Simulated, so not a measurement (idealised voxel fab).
process module | voxel self aligned vias
cross-section cut | 300 nm wide | cells 5 nm
A cross-section is a grid of square cells, given in bands from the top down. A band is one or more rows of cells.
Each band's line starts with the height of the band's top and of its bottom, in nm. Then come its materials from left to right, each with its width in nm. One material with "throughout" fills the band from edge to edge. "air" is empty space.
Height 0 is the level under which the wafer as received is all one material. The lowest band goes on downwards, as in "0 down".
A width such as "30 to 40" changes by the same amount from each row of cells to the next, from the band's top row to its bottom row.
"no change" after a step means that no cell of the cross-section changed.
closed voids: empty space of 8 cells or more with no open way to the top, each as width x height at its distance from the left edge, in nm
after a step's settings: what the simulator itself notes on the step
overlay nm, on a step with a mask: how far to the right of its planned place the mask lay; to the left if negative
plan
1 op RECEIVE | material Si
2 op CONFORMAL_DEP | material SiO2 | thk nm 10
3 op CONFORMAL_DEP | material SiCN | thk nm 5
4 op DIRECTIONAL_DEP | material lowk | thk nm 30
5 op MASKED_ETCH | tone open | mask id LINES | width nm 20 | pitch nm 70 | etch materials lowk | depth nm 30 | overlay nm 0
6 op CONFORMAL_DEP | material TiN | thk nm 5
7 op FILL_DEP | material Ru | thk nm 10
8 op CMP | height nm 45
9 op SELECTIVE_ETCH | etch materials W Ru TiN | depth nm 10
10 op FILL_DEP | material SiN | thk nm 5
11 op CMP | height nm 45
12 op DIRECTIONAL_DEP | material lowk | thk nm 20
13 op DIRECTIONAL_DEP | material aC | thk nm 15
14 op PATTERN | tone open | mask id VIAS | material resist | width nm 40 | pitch nm 140 | thk nm 30 | overlay nm 0
15 op DIRECTIONAL_ETCH | etch materials aC | depth nm 15
16 op STRIP | etch materials resist
17 op DIRECTIONAL_ETCH | etch materials lowk | depth nm 20
18 op DIRECTIONAL_ETCH | etch materials SiN | depth nm 10
19 op STRIP | etch materials aC
20 op CONFORMAL_DEP | material TiN | thk nm 5
21 op FILL_DEP | material Cu | thk nm 5
22 op CMP | height nm 65
23 op CONFORMAL_DEP | material SiCN | thk nm 5
as received, after step 1
  0 down: Si throughout
  closed voids: none
a wafer at the end: this start, this plan, one mistake
  70 to 65: SiCN throughout
  65 to 45: lowk 60 | TiN 5 | Cu 30 | TiN 5 | lowk 100 | TiN 5 | Cu 30 | TiN 5 | lowk 60
  45 to 40: SiN 60 | TiN 15 | Cu 10 | TiN 15 | SiN 100 | TiN 15 | Cu 10 | TiN 15 | SiN 60
  40 to 35: lowk 70 | TiN 20 | lowk 50 | SiN 20 | lowk 50 | TiN 20 | lowk 70
  35 to 15: lowk 70 | TiN 5 | Ru 10 | TiN 5 | lowk 50 | TiN 5 | Ru 10 | TiN 5 | lowk 50 | TiN 5 | Ru 10 | TiN 5 | lowk 70
  15 to 10: lowk 70 | TiN 20 | lowk 50 | TiN 20 | lowk 50 | TiN 20 | lowk 70
  10 to 0: SiO2 throughout
  0 down: Si throughout
  closed voids: none
what went wrong: step 3 was left out
